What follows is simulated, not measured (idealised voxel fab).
The document below concerns the process module designated voxel self aligned contacts.
The cross-section shown here is cut; it is 300 nm wide and divided into square cells measuring 5 nm on a side.
If you're reading a cross-section in this doc, picture square cells in a grid; it comes to you as bands, top ones listed first down to the bottom, and a band can be one or more rows of cells.
What a band's entry tells you: where the top is and where the bottom is, as heights in nm, and after that what lies inside, material by material from left to right, each with its width in nm. Empty space is written as the word "air", and a single material marked with the word "edge to edge" occupies the band from edge to edge.
Height datum 0, below which the as-received substrate wafer is one material. Lowest band open at the bottom, running downward: "0 and below".
The width entry "30..40" should be interpreted row by row: the top row of cells in the band takes the first number, the bottom row takes the second number, and the change between adjacent rows is uniform throughout.
"changes: none", as given for a step, is the statement that not any cell of the cross-section underwent a change during that step.
"Sealed internal voids" lists enclosed empty spaces (at least 8 cells, no open path upward to the top), each as width x height at distance from the left edge, in nm.
Heads up: the bit after the settings on a step's line is the simulator's remark on that step.
The line of a step may include "overlay nm". On a step with a mask, this value is how far to the right of its planned place the mask lay. A negative value means the mask lay to the left.

-- The planned process steps are enumerated hereunder
step 1: op RECEIVE | material Si
step 2: op OXIDIZE | depth nm 5
step 3: op DIRECTIONAL_DEP | material polySi | thk nm 20
step 4: op DIRECTIONAL_DEP | material SiN | thk nm 15
step 5: op PATTERN | tone cover | mask id GATE | material resist | width nm 35 | pitch nm 60 | thk nm 20 | overlay nm 0
step 6: op DIRECTIONAL_ETCH | etch materials SiN | depth nm 15
step 7: op DIRECTIONAL_ETCH | etch materials polySi | depth nm 20
step 8: op STRIP | etch materials resist
step 9: op CONFORMAL_DEP | material SiN | thk nm 5
step 10: op DIRECTIONAL_ETCH | etch materials SiN | depth nm 5
step 11: op FILL_DEP | material SiO2 | thk nm 15
step 12: op CMP | height nm 45
step 13: op PATTERN | tone open | mask id CONTACT | material resist | width nm 35 | thk nm 15 | overlay nm 0
step 14: op DIRECTIONAL_ETCH | etch materials SiO2 | depth nm 50
step 15: op STRIP | etch materials resist
step 16: op CONFORMAL_DEP | material TiN | thk nm 5
step 17: op FILL_DEP | material Ru | thk nm 10
step 18: op CMP | height nm 45
step 19: op CONFORMAL_DEP | material SiN | thk nm 5

-- Wafer, first of two, run as planned

-- Cross-section of the incoming wafer, state after step 1
* 0 and below = Si edge to edge
* Sealed internal voids: none

-- The wafer, seen in cross-section, after step 2
* 0 down to -5 = SiO2 edge to edge
* Under the height -5 nothing was changed.

-- The wafer, seen in cross-section, after step 3
* 20 down to 0 = polySi edge to edge
* Under the height 0 nothing was changed.

-- The wafer, seen in cross-section, after step 4
* 35 down to 20 = SiN edge to edge
* Under the height 20 nothing was changed.

-- The wafer, seen in cross-section, after step 5
* 55 down to 35 = air 100, resist 35, air 25, resist 35, air 105
* Under the height 35 nothing was changed.

-- The wafer, seen in cross-section, after step 6
* 55 down to 35 = air 100, resist 35, air 25, resist 35, air 105
* 35 down to 20 = air 100, SiN 35, air 25, SiN 35, air 105
* Under the height 20 nothing was changed.

-- The wafer, seen in cross-section, after step 7
* 55 down to 35 = air 100, resist 35, air 25, resist 35, air 105
* 35 down to 20 = air 100, SiN 35, air 25, SiN 35, air 105
* 20 down to 0 = air 100, polySi 35, air 25, polySi 35, air 105
* Under the height 0 nothing was changed.

-- The wafer, seen in cross-section, after step 8
* 35 down to 20 = air 100, SiN 35, air 25, SiN 35, air 105
* Under the height 20 nothing was changed.

-- The wafer, seen in cross-section, after step 9
* 40 down to 20 = air 95, SiN 45, air 15, SiN 45, air 100
* 20 down to 5 = air 95, SiN 5, polySi 35, SiN 5, air 15, SiN 5, polySi 35, SiN 5, air 100
* 5 down to 0 = SiN 100, polySi 35, SiN 25, polySi 35, SiN 105
* Under the height 0 nothing was changed.

-- The wafer, seen in cross-section, after step 10
* 35 down to 20 = air 95, SiN 45, air 15, SiN 45, air 100
* 20 down to 0 = air 95, SiN 5, polySi 35, SiN 5, air 15, SiN 5, polySi 35, SiN 5, air 100
* Under the height 0 nothing was changed.

-- The wafer, seen in cross-section, after step 11
* 50 down to 35 = SiO2 edge to edge
* 35 down to 20 = SiO2 95, SiN 45, SiO2 15, SiN 45, SiO2 100
* 20 down to 0 = SiO2 95, SiN 5, polySi 35, SiN 5, SiO2 15, SiN 5, polySi 35, SiN 5, SiO2 100
* Under the height 0 nothing was changed.

-- The wafer, seen in cross-section, after step 12
* 45 down to 35 = SiO2 edge to edge
* Under the height 35 nothing was changed.

-- The wafer, seen in cross-section, after step 13
* 60 down to 45 = resist 130, air 35, resist 135
* Under the height 45 nothing was changed.

-- The wafer, seen in cross-section, after step 14
* 60 down to 45 = resist 130, air 35, resist 135
* 45 down to 35 = SiO2 130, air 35, SiO2 135
* 35 down to 20 = SiO2 95, SiN 45, air 15, SiN 45, SiO2 100
* 20 down to 0 = SiO2 95, SiN 5, polySi 35, SiN 5, air 15, SiN 5, polySi 35, SiN 5, SiO2 100
* 0 down to -5 = SiO2 140, air 15, SiO2 145
* Under the height -5 nothing was changed.

-- The wafer, seen in cross-section, after step 15
* 45 down to 35 = SiO2 130, air 35, SiO2 135
* Under the height 35 nothing was changed.

-- The wafer, seen in cross-section, after step 16
* 50 down to 45 = TiN 135, air 25, TiN 140
* 45 down to 35 = SiO2 130, TiN 5..15, air 25..5, TiN 5..15, SiO2 135
* 35 down to 20 = SiO2 95, SiN 45, TiN 5, air 5, TiN 5, SiN 45, SiO2 100
* 20 down to 0 = SiO2 95, SiN 5, polySi 35, SiN 5, TiN 5, air 5, TiN 5, SiN 5, polySi 35, SiN 5, SiO2 100
* 0 down to -5 = SiO2 140, TiN 15, SiO2 145
* Under the height -5 nothing was changed.

-- The wafer, seen in cross-section, after step 17
* 60 down to 50 = Ru edge to edge
* 50 down to 45 = TiN 135, Ru 25, TiN 140
* 45 down to 35 = SiO2 130, TiN 5..15, Ru 25..5, TiN 5..15, SiO2 135
* 35 down to 20 = SiO2 95, SiN 45, TiN 5, Ru 5, TiN 5, SiN 45, SiO2 100
* 20 down to 0 = SiO2 95, SiN 5, polySi 35, SiN 5, TiN 5, Ru 5, TiN 5, SiN 5, polySi 35, SiN 5, SiO2 100
* Under the height 0 nothing was changed.

-- The wafer, seen in cross-section, after step 18
* 45 down to 35 = SiO2 130, TiN 5..15, Ru 25..5, TiN 5..15, SiO2 135
* Under the height 35 nothing was changed.

-- The wafer, seen in cross-section, after step 19
* 50 down to 45 = SiN edge to edge
* Under the height 45 nothing was changed.

-- The second wafer began exactly as the first did and followed the same plan, but one mistake was made while running it; through step 10 inclusive, the two wafers are identical

-- The second wafer cut through, at the time step 11 was supposed to be finished
* 50 down to 35 = polySi edge to edge
* 35 down to 20 = polySi 95, SiN 45, polySi 15, SiN 45, polySi 100
* 20 down to 0 = polySi 95, SiN 5, polySi 35, SiN 5, polySi 15, SiN 5, polySi 35, SiN 5, polySi 100
* Under the height 0 nothing was changed.

-- The second wafer cut through, at the time step 12 was supposed to be finished
* 45 down to 35 = polySi edge to edge
* Under the height 35 nothing was changed.

-- The second wafer cut through, at the time step 13 was supposed to be finished
* 60 down to 45 = resist 130, air 35, resist 135
* Under the height 45 nothing was changed.

The second wafer cut through, at the time step 14 was supposed to be finished: changes: none

-- The second wafer cut through, at the time step 15 was supposed to be finished
* 45 down to 35 = polySi edge to edge
* Under the height 35 nothing was changed.

-- The second wafer cut through, at the time step 16 was supposed to be finished
* 50 down to 45 = TiN edge to edge
* Under the height 45 nothing was changed.

-- The second wafer cut through, at the time step 17 was supposed to be finished
* 60 down to 50 = Ru edge to edge
* Under the height 50 nothing was changed.

-- The second wafer cut through, at the time step 18 was supposed to be finished
* 45 down to 35 = polySi edge to edge
* Under the height 35 nothing was changed.

-- The second wafer cut through, at the time step 19 was supposed to be finished
* 50 down to 45 = SiN edge to edge
* Under the height 45 nothing was changed.
Nonconformance to the process plan: off-plan run, step 11, actual operation and settings op FILL_DEP | material polySi | thk nm 15
Final difference in cells, second wafer against first, listed per material as more or fewer: Ru -13; SiO2 -376; TiN -25; polySi +414
